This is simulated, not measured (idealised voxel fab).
process module | voxel wiring stack
cross-section cut | 225 nm wide | cells 5 nm
A cross-section is a grid of square cells, given in bands from the top down. A band is one or more rows of cells.
Each band's line starts with the height of the band's top and of its bottom, in nm. Then come its materials from left to right, each with its width in nm. One material with "throughout" fills the band from edge to edge. "air" is empty space.
Height 0 is the level under which the wafer as received is all one material. The lowest band goes on downwards, as in "0 down".
A width such as "30 to 40" changes by the same amount from each row of cells to the next, from the band's top row to its bottom row.
"no change" after a step means that no cell of the cross-section changed.
closed voids: empty space of 8 cells or more with no open way to the top, each as width x height at its distance from the left edge, in nm
after a step's settings: what the simulator itself notes on the step
overlay nm, on a step with a mask: how far to the right of its planned place the mask lay; to the left if negative
plan
1 op RECEIVE | material Si
2 op CONFORMAL_DEP | material SiO2 | thk nm 15
3 op DIRECTIONAL_DEP | material TiN | thk nm 5
4 op DIRECTIONAL_DEP | material Ru | thk nm 25
5 op PATTERN | tone cover | mask id METAL_1 | material resist | width nm 25 | pitch nm 40 | thk nm 20 | overlay nm 0
6 op DIRECTIONAL_ETCH | etch materials Ru | depth nm 25
7 op DIRECTIONAL_ETCH | etch materials TiN | depth nm 5
8 op STRIP | etch materials resist
9 op FILL_DEP | material SiO2 | thk nm 5
10 op CMP | height nm 45
11 op CONFORMAL_DEP | material SiCN | thk nm 5
12 op DIRECTIONAL_DEP | material SiO2 | thk nm 30
13 op PATTERN | tone open | mask id METAL_2_HOLES | material resist | width nm 15 | pitch nm 40 | thk nm 15 | overlay nm 0
14 op DIRECTIONAL_ETCH | etch materials SiO2 | depth nm 30
15 op STRIP | etch materials resist
16 op DIRECTIONAL_DEP | material aC | thk nm 15
17 op PATTERN | tone open | mask id METAL_2 | material resist | width nm 25 | pitch nm 40 | thk nm 35 | overlay nm 0
18 op DIRECTIONAL_ETCH | etch materials aC | depth nm 15
19 op STRIP | etch materials resist
20 op DIRECTIONAL_ETCH | etch materials SiO2 | depth nm 20
21 op DIRECTIONAL_ETCH | etch materials SiCN | depth nm 5
22 op STRIP | etch materials aC
23 op CONFORMAL_DEP | material TiN | thk nm 5
24 op FILL_DEP | material Ru | thk nm 10
25 op CMP | height nm 80
26 op CONFORMAL_DEP | material SiCN | thk nm 5
27 op DIRECTIONAL_DEP | material SiO2 | thk nm 35
28 op MASKED_ETCH | tone open | mask id METAL_3_HOLES | width nm 15 | etch materials SiO2 | depth nm 35 | overlay nm 0
29 op DIRECTIONAL_DEP | material aC | thk nm 10
30 op PATTERN | tone open | mask id METAL_3 | material resist | width nm 25 | pitch nm 40 | thk nm 25 | overlay nm 0
31 op DIRECTIONAL_ETCH | etch materials aC | depth nm 10
32 op STRIP | etch materials resist
33 op DIRECTIONAL_ETCH | etch materials SiO2 | depth nm 20
34 op DIRECTIONAL_ETCH | etch materials SiCN | depth nm 5
35 op STRIP | etch materials aC
36 op CONFORMAL_DEP | material TiN | thk nm 5
37 op FILL_DEP | material Cu | thk nm 10
38 op CMP | height nm 120
39 op CONFORMAL_DEP | material SiCN | thk nm 5
40 op DIRECTIONAL_DEP | material SiO2 | thk nm 25
41 op PATTERN | tone open | mask id METAL_4_HOLES | material resist | width nm 15 | thk nm 15 | overlay nm 0
42 op DIRECTIONAL_ETCH | etch materials SiO2 | depth nm 25
43 op STRIP | etch materials resist
44 op MASKED_ETCH | tone open | mask id METAL_4 | width nm 25 | pitch nm 40 | etch materials SiO2 | depth nm 15 | overlay nm 0
45 op MASKED_ETCH | tone open | mask id METAL_4 | width nm 25 | pitch nm 40 | etch materials SiCN | depth nm 5 | overlay nm 0
46 op CONFORMAL_DEP | material TiN | thk nm 5
47 op FILL_DEP | material Ru | thk nm 10
48 op CMP | height nm 150
49 op CONFORMAL_DEP | material SiN | thk nm 5
as received, after step 1
  0 down: Si throughout
  closed voids: none
first wafer at the end, as planned
  155 to 150: SiN throughout
  150 to 140: SiO2 80 | TiN 5 | Ru 15 | TiN 5 | SiO2 15 | TiN 5 | Ru 15 | TiN 5 | SiO2 80
  140 to 135: SiO2 80 | TiN 5 | Ru 5 | TiN 15 | SiO2 15 | TiN 25 | SiO2 80
  135 to 125: SiO2 80 | TiN 5 | Ru 5 | TiN 5 | SiO2 130
  125 to 120: SiCN 80 | TiN 15 | SiCN 130
  120 to 105: SiO2 80 | TiN 5 | Cu 15 | TiN 5 | SiO2 15 | TiN 5 | Cu 15 | TiN 5 | SiO2 80
  105 to 100: SiO2 80 | TiN 5 | Cu 5 | TiN 15 | SiO2 15 | TiN 25 | SiO2 80
  100 to 85: SiO2 80 | TiN 5 | Cu 5 | TiN 5 | SiO2 130
  85 to 80: SiCN 80 | TiN 15 | SiCN 130
  80 to 65: SiO2 80 | TiN 5 | Ru 15 | TiN 5 | SiO2 15 | TiN 5 | Ru 15 | TiN 5 | SiO2 80
  65 to 60: SiO2 80 | TiN 5 | Ru 5 | TiN 15 | SiO2 15 | TiN 5 | Ru 5 | TiN 15 | SiO2 80
  60 to 50: SiO2 80 | TiN 5 | Ru 5 | TiN 5 | SiO2 25 | TiN 5 | Ru 5 | TiN 5 | SiO2 90
  50 to 45: SiCN 80 | TiN 15 | SiCN 25 | TiN 15 | SiCN 90
  45 to 20: SiO2 80 | Ru 25 | SiO2 15 | Ru 25 | SiO2 80
  20 to 15: SiO2 80 | TiN 25 | SiO2 15 | TiN 25 | SiO2 80
  15 to 0: SiO2 throughout
  0 down: Si throughout
  closed voids: none
second wafer at the end: like start, like plan, one mistake
  155 to 150: SiN throughout
  150 to 140: SiO2 80 | TiN 5 | Ru 15 | TiN 5 | SiO2 15 | TiN 5 | Ru 15 | TiN 5 | SiO2 80
  140 to 135: SiO2 80 | TiN 5 | Ru 5 | TiN 15 | SiO2 15 | TiN 25 | SiO2 80
  135 to 125: SiO2 80 | TiN 5 | Ru 5 | TiN 5 | SiO2 130
  125 to 120: SiCN 80 | TiN 15 | SiCN 130
  120 to 105: Cu 90 | TiN 5 | SiO2 10 | TiN 5 | Cu 5 | TiN 5 | SiO2 25 | TiN 5 | Cu 75
  105 to 100: TiN 85 | Cu 5 | TiN 5 | SiO2 10 | TiN 15 | SiO2 25 | TiN 80
  100 to 90: SiO2 80 | TiN 5 | Cu 5 | TiN 5 | SiO2 130
  90 to 85: SiO2 80 | TiN 15 | SiO2 130
  85 to 80: SiCN throughout
  80 to 65: SiO2 80 | TiN 5 | Ru 15 | TiN 5 | SiO2 15 | TiN 5 | Ru 15 | TiN 5 | SiO2 80
  65 to 60: SiO2 80 | TiN 5 | Ru 5 | TiN 15 | SiO2 15 | TiN 5 | Ru 5 | TiN 15 | SiO2 80
  60 to 50: SiO2 80 | TiN 5 | Ru 5 | TiN 5 | SiO2 25 | TiN 5 | Ru 5 | TiN 5 | SiO2 90
  50 to 45: SiCN 80 | TiN 15 | SiCN 25 | TiN 15 | SiCN 90
  45 to 20: SiO2 80 | Ru 25 | SiO2 15 | Ru 25 | SiO2 80
  20 to 15: SiO2 80 | TiN 25 | SiO2 15 | TiN 25 | SiO2 80
  15 to 0: SiO2 throughout
  0 down: Si throughout
  closed voids: none
what went wrong: step 30 ran as: op PATTERN | tone cover | mask id METAL_3 | material resist | width nm 25 | pitch nm 40 | thk nm 25 | overlay nm 0
at the end the second wafer has, in cells: 83 more of Cu | 3 more of SiCN | 112 fewer of SiO2 | 26 more of TiN
